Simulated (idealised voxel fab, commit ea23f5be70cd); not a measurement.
Process module heading - voxel self aligned contacts
For reference, the cross-section in this document is cut, with width 185 nm and square cells of 5 nm.
Cross-section = grid of square cells, listed top down in bands; band = one or more rows. Look at the band entry: it leads with the top's height and the bottom's height in nm. Then it lists the materials left to right, with a width in nm for each. The word "all across" on a single material says that material fills the band edge to edge. The word "empty" is empty space. For the purposes of this specification, 0 denotes the height below which the wafer in its as-received condition is composed wholly of one material, and the lowermost band, lacking a lower limit, extends downward without end, as expressed in "0 nm and below". When a width is written as two numbers, as in "30..40", the first number is the width in the top row of cells of the band and the second is the width in its bottom row, and the width changes by the same amount from each row to the next. A step reported as "remained the same" is a step in which no cell of the cross-section changed. The entry "Cavities, sealed" lists the empty spaces that cover at least 8 cells and have no open path to the top. Each is written as width x height at distance, where the distance is measured from the left edge and all three values are in nm. Past the settings on a step's line: simulator remark, on that step. The line of a step may include "overlay nm". On a step with a mask, this value is how far to the right of its planned place the mask lay. A negative value means the mask lay to the left.

### Planned process steps
1,RECEIVE with material Si
2,CONFORMAL_DEP with material SiO2, thk nm 5
3,DIRECTIONAL_DEP with material polySi, thk nm 25
4,DIRECTIONAL_DEP with material SiN, thk nm 25
5,DIRECTIONAL_DEP with material aC, thk nm 15
6,PATTERN with tone cover, mask id GATE, material resist, width nm 35, pitch nm 70, thk nm 30, overlay nm 0
7,DIRECTIONAL_ETCH with etch materials aC, depth nm 15
8,STRIP with etch materials resist
9,DIRECTIONAL_ETCH with etch materials SiN, depth nm 25
10,DIRECTIONAL_ETCH with etch materials polySi, depth nm 25
11,STRIP with etch materials aC
12,CONFORMAL_DEP with material SiN, thk nm 10
13,DIRECTIONAL_ETCH with etch materials SiN, depth nm 10
14,FILL_DEP with material SiO2, thk nm 10
15,CMP with height nm 60
16,PATTERN with tone open, mask id CONTACT, material resist, width nm 55, thk nm 20, overlay nm 0
17,DIRECTIONAL_ETCH with etch materials SiO2, depth nm 60
18,STRIP with etch materials resist
19,CONFORMAL_DEP with material TiN, thk nm 5
20,FILL_DEP with material W, thk nm 5
21,CMP with height nm 60
22,CONFORMAL_DEP with material SiCN, thk nm 5

### As-received wafer cross-section (after step 1)
- 0 nm and below: Si all across
- Cavities, sealed: none

### Looking at the first of two wafers in cross-section at end of module - ran to plan
- 65 nm to 60 nm: SiCN all across
- 60 nm to 55 nm: SiO2 65; TiN 25; W 5; TiN 25; SiO2 65
- 55 nm to 30 nm: SiO2 30; SiN 55; TiN 5; W 5; TiN 5; SiN 55; SiO2 30
- 30 nm to 5 nm: SiO2 30; SiN 10; polySi 35; SiN 10; TiN 5; W 5; TiN 5; SiN 10; polySi 35; SiN 10; SiO2 30
- 5 nm to 0 nm: SiO2 85; TiN 15; SiO2 85
- 0 nm and below: Si all across
- Cavities, sealed: none

### Cross-sectional view of the second of two wafers upon completion of the module. This wafer shared its starting condition and process plan with the first; one error was made during its execution
- 65 nm to 60 nm: SiCN all across
- 60 nm to 55 nm: SiO2 30; SiN 55; TiN 15; SiN 55; SiO2 30
- 55 nm to 30 nm: SiN all across
- 30 nm to 5 nm: polySi all across
- 5 nm to 0 nm: SiO2 all across
- 0 nm and below: Si all across
- Cavities, sealed: none
Diagnosis: the plan had its step 4 run twice
At the finish, the second wafer shows more or fewer cells for some materials than the first does: SiN +57; SiO2 -131; TiN -30; W -11; polySi +115
